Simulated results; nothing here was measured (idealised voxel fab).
voxel self aligned contacts: a process module
Square cells of 5 nm make up the cross-section cut, whose width is 225 nm.
Each cross-section below is a grid of square cells, stated as bands in top-down order, with one or more rows of cells making up each band. Look at the band entry: it leads with the top's height and the bottom's height in nm. Then it lists the materials left to right, with a width in nm for each. The word "throughout" on a single material says that material fills the band edge to edge. The word "empty" is empty space. Below 0: as-received wafer, all one material; heights counted from there. Lowest band: no bottom, goes on down, written "0 and below". Read "30 to 40" as a graded width: first number on top, second number at the bottom, same change between each pair of neighbouring rows. Reading "no modifications" for a step: not a cell of the cross-section changed in it. The list in "Enclosed internal cavities" covers empty spaces of 8 cells or more that cannot reach the top through any open way, and it gives each as width x height at distance; the distance is from the left edge, and width, height and distance are in nm. Formally, on a step line, whatever follows the settings is a remark that the simulator itself makes on the step. When a step includes a mask, the "overlay nm" setting on its line states how far to the right of its planned place that mask lay, and negative values state how far to the left.

[Below is the list of planned process steps]
| 1 | op RECEIVE | material Si |
| 2 | op CONFORMAL_DEP | material SiO2 | thk nm 5 |
| 3 | op DIRECTIONAL_DEP | material polySi | thk nm 25 |
| 4 | op DIRECTIONAL_DEP | material SiN | thk nm 20 |
| 5 | op MASKED_ETCH | tone cover | mask id GATE | width nm 30 | pitch nm 70 | etch materials SiN | depth nm 20 | overlay nm 0 |
| 6 | op MASKED_ETCH | tone cover | mask id GATE | width nm 30 | pitch nm 70 | etch materials polySi | depth nm 25 | overlay nm 0 |
| 7 | op CONFORMAL_DEP | material SiN | thk nm 10 |
| 8 | op DIRECTIONAL_ETCH | etch materials SiN | depth nm 10 |
| 9 | op FILL_DEP | material SiO2 | thk nm 10 |
| 10 | op CMP | height nm 55 |
| 11 | op PATTERN | tone open | mask id CONTACT | material resist | width nm 50 | thk nm 20 | overlay nm 0 |
| 12 | op DIRECTIONAL_ETCH | etch materials SiO2 | depth nm 55 |
| 13 | op STRIP | etch materials resist |
| 14 | op CONFORMAL_DEP | material TiN | thk nm 5 |
| 15 | op FILL_DEP | material Ru | thk nm 10 |
| 16 | op CMP | height nm 55 |
| 17 | op CONFORMAL_DEP | material SiCN | thk nm 5 |

[As-received wafer cross-section (after step 1)]
0 and below  Si throughout
Enclosed internal cavities: none

[One mistake in running the module, otherwise start and plan as above: cross-section at the end]
60 down to 55  SiCN throughout
55 down to 50  80 nm SiO2; 25 nm TiN; 10 nm Ru; 25 nm TiN; 85 nm SiO2
50 down to 30  50 nm SiO2; 50 nm SiN; 5 nm TiN; 10 nm Ru; 5 nm TiN; 50 nm SiN; 55 nm SiO2
30 down to 5  50 nm SiO2; 10 nm SiN; 30 nm polySi; 10 nm SiN; 5 nm TiN; 10 nm Ru; 5 nm TiN; 10 nm SiN; 30 nm polySi; 10 nm SiN; 55 nm SiO2
5 down to 0  100 nm SiO2; 20 nm TiN; 105 nm SiO2
0 and below  Si throughout
Enclosed internal cavities: none
What broke from the plan during processing? step 11 changed vs plan, executed as op PATTERN | tone open | mask id CONTACT | material resist | width nm 60 | thk nm 20 | overlay nm 0
